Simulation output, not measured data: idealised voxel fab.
Documented hereafter: the process module known as voxel self aligned vias.
Cross-section cut spans 170 nm and uses square cells 5 nm in size.
Square cells in a grid make up a cross-section in this document, and the grid is given as bands, listed from the top down, each one or more rows of cells.
Band: top height; bottom height; in nm. Then, left to right: material with width in nm, for each material. "all across": a single material spanning edge to edge. "empty": empty space.
Heights are measured from 0, the level below which the as-received wafer is all one material; the lowest band has no bottom and continues downward, written as in "from 0 down".
It should be noted that a width expressed as "30->40" varies in equal increments from row to row of cells within the band, taking the value of the first number at the top row and that of the second number at the bottom row.
A step reported as "everything unchanged" is a step in which no cell of the cross-section changed.
Empty spaces counting at least 8 cells and having no open way to the top are listed in "Encapsulated voids". The notation width x height at distance is used for each, the distance being from the left edge and all three values in nm.
Text after the settings on a step's line: the simulator's own remark on that step.
overlay nm: mask right of planned place by this much (step with mask). Neg. = left.

### This section lists the process steps that were planned
1) RECEIVE, material Si
2) CONFORMAL_DEP, material SiO2, thk nm 10
3) CONFORMAL_DEP, material SiCN, thk nm 5
4) DIRECTIONAL_DEP, material SiO2, thk nm 30
5) DIRECTIONAL_DEP, material aC, thk nm 10
6) PATTERN, tone open, mask id LINES, material resist, width nm 20, pitch nm 45, thk nm 25, overlay nm 0
7) DIRECTIONAL_ETCH, etch materials aC, depth nm 10
8) STRIP, etch materials resist
9) DIRECTIONAL_ETCH, etch materials SiO2, depth nm 30
10) STRIP, etch materials aC
11) CONFORMAL_DEP, material TiN, thk nm 5
12) FILL_DEP, material W, thk nm 10
13) CMP, height nm 45
14) SELECTIVE_ETCH, etch materials W Ru TiN, depth nm 10
15) FILL_DEP, material SiN, thk nm 10
16) CMP, height nm 45
17) DIRECTIONAL_DEP, material SiO2, thk nm 15
18) PATTERN, tone open, mask id VIAS, material resist, width nm 30, pitch nm 45, thk nm 15, overlay nm 0
19) DIRECTIONAL_ETCH, etch materials SiO2, depth nm 15
20) DIRECTIONAL_ETCH, etch materials SiN, depth nm 10
21) STRIP, etch materials resist
22) CONFORMAL_DEP, material TiN, thk nm 5
23) FILL_DEP, material W, thk nm 5
24) CMP, height nm 60
25) CONFORMAL_DEP, material SiCN, thk nm 5

### So this is the incoming wafer in cross-section - it's already been through step 1
- from 0 down  Si all across
- Encapsulated voids: none

### End-of-module XS, first of two wafers, run as planned
- from 65 to 60  SiCN all across
- from 60 to 50  SiO2=45  TiN=5  W=20  TiN=5  SiO2=15  TiN=5  W=20  TiN=5  SiO2=50
- from 50 to 40  SiO2=45->50  TiN=10->5  W=10  TiN=10->5  SiO2=15->25  TiN=10->5  W=10  TiN=10->5  SiO2=50->55
- from 40 to 35  SiO2=50  TiN=20  SiO2=25  TiN=20  SiO2=55
- from 35 to 20  SiO2=50  TiN=5  W=10  TiN=5  SiO2=25  TiN=5  W=10  TiN=5  SiO2=55
- from 20 to 15  SiO2=50  TiN=20  SiO2=25  TiN=20  SiO2=55
- from 15 to 10  SiCN all across
- from 10 to 0  SiO2 all across
- from 0 down  Si all across
- Encapsulated voids: none

### Cross-section, second wafer: same start as the first, same plan as the first, one mistake in running it; taken at the end of the module
- from 65 to 60  SiCN all across
- from 60 to 50  SiO2=45  TiN=5  W=20  TiN=5  SiO2=15  TiN=5  W=20  TiN=5  SiO2=50
- from 50 to 40  SiO2=45->50  TiN=10->5  W=10  TiN=10->5  SiO2=15->25  TiN=10->5  W=10  TiN=10->5  SiO2=50->55
- from 40 to 35  SiO2=50  TiN=20  SiO2=25  TiN=20  SiO2=55
- from 35 to 30  SiO2=50  TiN=5  W=10  TiN=5  SiO2=25  TiN=5  W=10  TiN=5  SiO2=55
- from 30 to 25  SiO2=50  TiN=20  SiO2=25  TiN=20  SiO2=55
- from 25 to 10  SiCN all across
- from 10 to 0  SiO2 all across
- from 0 down  Si all across
- Encapsulated voids: none
Short version of what went wrong: not per plan at step 3, really ran CONFORMAL_DEP, material SiCN, thk nm 15
Heads up, by the end the second wafer has more or fewer cells of some materials compared to the first: +68 SiCN, -52 SiO2, -8 TiN, -8 W
